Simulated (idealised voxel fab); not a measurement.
Presented below is a process module, voxel air gaps.
Square cells of 5 nm make up the cross-section cut, whose width is 215 nm.
If you're reading a cross-section in this doc, picture square cells in a grid; it comes to you as bands, top ones listed first down to the bottom, and a band can be one or more rows of cells.
Per band: top height and bottom height in nm, followed by the left-to-right materials and their widths in nm; "full width" marks a single material spanning edge to edge, "empty" marks empty space.
Height datum 0, below which the as-received substrate wafer is one material. Lowest band open at the bottom, running downward: "0 nm and below".
The two numbers in a width such as "30->40" mark its ends across the band: the first belongs to the top row of cells, the second to the bottom row, and from each row to the next the width moves by the same amount.
"no alteration" -> step changed no cross-section cell.
In "Enclosed void catalog" the enclosed voids are listed, meaning empty spaces of 8 cells or larger without any opening to the top. The form is width x height at distance, distance from the left edge, units nm.
Whatever follows a step's settings on its line is a remark the simulator itself makes about that step.
Each step line may optionally specify "overlay nm", which for a step with a mask gives the rightward distance between the mask's planned place and where it lay, a negative value indicating the leftward direction.
## Intended process steps
| 1 | op RECEIVE | material Si |
| 2 | op CONFORMAL_DEP | material SiO2 | thk nm 10 |
| 3 | op CONFORMAL_DEP | material SiCN | thk nm 5 |
| 4 | op DIRECTIONAL_DEP | material lowk | thk nm 40 |
| 5 | op DIRECTIONAL_DEP | material aC | thk nm 10 |
| 6 | op PATTERN | tone open | mask id LINES | material resist | width nm 20 | pitch nm 50 | thk nm 30 | overlay nm 0 |
| 7 | op DIRECTIONAL_ETCH | etch materials aC | depth nm 10 |
| 8 | op STRIP | etch materials resist |
| 9 | op DIRECTIONAL_ETCH | etch materials lowk | depth nm 40 |
| 10 | op STRIP | etch materials aC |
| 11 | op CONFORMAL_DEP | material TiN | thk nm 5 |
| 12 | op FILL_DEP | material Cu | thk nm 5 |
| 13 | op CMP | height nm 55 |
| 14 | op EPI | material Ru | thk nm 10 |
| 15 | op SELECTIVE_ETCH | etch materials lowk | depth nm 50 |
| 16 | op CONFORMAL_DEP | material SiCN | thk nm 5 |
## Cross-section: wafer on arrival = after step 1
- 0 nm and below = Si full width
- Enclosed void catalog: none
## Sectioned view, first of two wafers, at the close of the module, processed as intended in the plan
- 70 nm to 65 nm = empty 30 nm; SiCN 150 nm; empty 35 nm
- 65 nm to 55 nm = empty 30 nm; SiCN 5 nm; Ru 40 nm; SiCN 10 nm; Ru 40 nm; SiCN 10 nm; Ru 40 nm; SiCN 5 nm; empty 35 nm
- 55 nm to 50 nm = empty 30 nm; SiCN 15 nm; TiN 5 nm; Cu 10 nm; TiN 5 nm; SiCN 30 nm; TiN 5 nm; Cu 10 nm; TiN 5 nm; SiCN 30 nm; TiN 5 nm; Cu 10 nm; TiN 5 nm; SiCN 15 nm; empty 35 nm
- 50 nm to 20 nm = empty 40 nm; SiCN 5 nm; TiN 5 nm; Cu 10 nm; TiN 5 nm; SiCN 5 nm; empty 20 nm; SiCN 5 nm; TiN 5 nm; Cu 10 nm; TiN 5 nm; SiCN 5 nm; empty 20 nm; SiCN 5 nm; TiN 5 nm; Cu 10 nm; TiN 5 nm; SiCN 5 nm; empty 45 nm
- 20 nm to 15 nm = SiCN 45 nm; TiN 20 nm; SiCN 30 nm; TiN 20 nm; SiCN 30 nm; TiN 20 nm; SiCN 50 nm
- 15 nm to 10 nm = SiCN full width
- 10 nm to 0 nm = SiO2 full width
- 0 nm and below = Si full width
- Enclosed void catalog: 20 x 30 at 70; 20 x 30 at 120
## Same start, same plan as the first wafer - but one mistake in the run. Cross-section of the second of the two at the end of the module
- 70 nm to 65 nm = empty 30 nm; SiCN 150 nm; empty 35 nm
- 65 nm to 55 nm = empty 30 nm; SiCN 5 nm; Ru 40 nm; SiCN 10 nm; Ru 40 nm; SiCN 10 nm; Ru 40 nm; SiCN 5 nm; empty 35 nm
- 55 nm to 50 nm = empty 30 nm; SiCN 15 nm; TiN 5 nm; Cu 10 nm; TiN 5 nm; SiCN 30 nm; TiN 5 nm; Cu 10 nm; TiN 5 nm; SiCN 30 nm; TiN 5 nm; Cu 10 nm; TiN 5 nm; SiCN 15 nm; empty 35 nm
- 50 nm to 20 nm = empty 40 nm; SiCN 5 nm; TiN 5 nm; Cu 10 nm; TiN 5 nm; SiCN 5 nm; empty 20 nm; SiCN 5 nm; TiN 5 nm; Cu 10 nm; TiN 5 nm; SiCN 5 nm; empty 20 nm; SiCN 5 nm; TiN 5 nm; Cu 10 nm; TiN 5 nm; SiCN 5 nm; empty 45 nm
- 20 nm to 15 nm = SiCN 45 nm; TiN 20 nm; SiCN 30 nm; TiN 20 nm; SiCN 30 nm; TiN 20 nm; SiCN 50 nm
- 15 nm to 5 nm = SiO2 full width
- 5 nm to 0 nm = SiCN full width
- 0 nm and below = Si full width
- Enclosed void catalog: 20 x 30 at 70; 20 x 30 at 120
Short version of what went wrong: a sequencing error occurred in which plan steps 2 and 3 were transposed
Same inventory, different map: at the end, the second wafer holds as many cells of each material as the first, placed elsewhere.
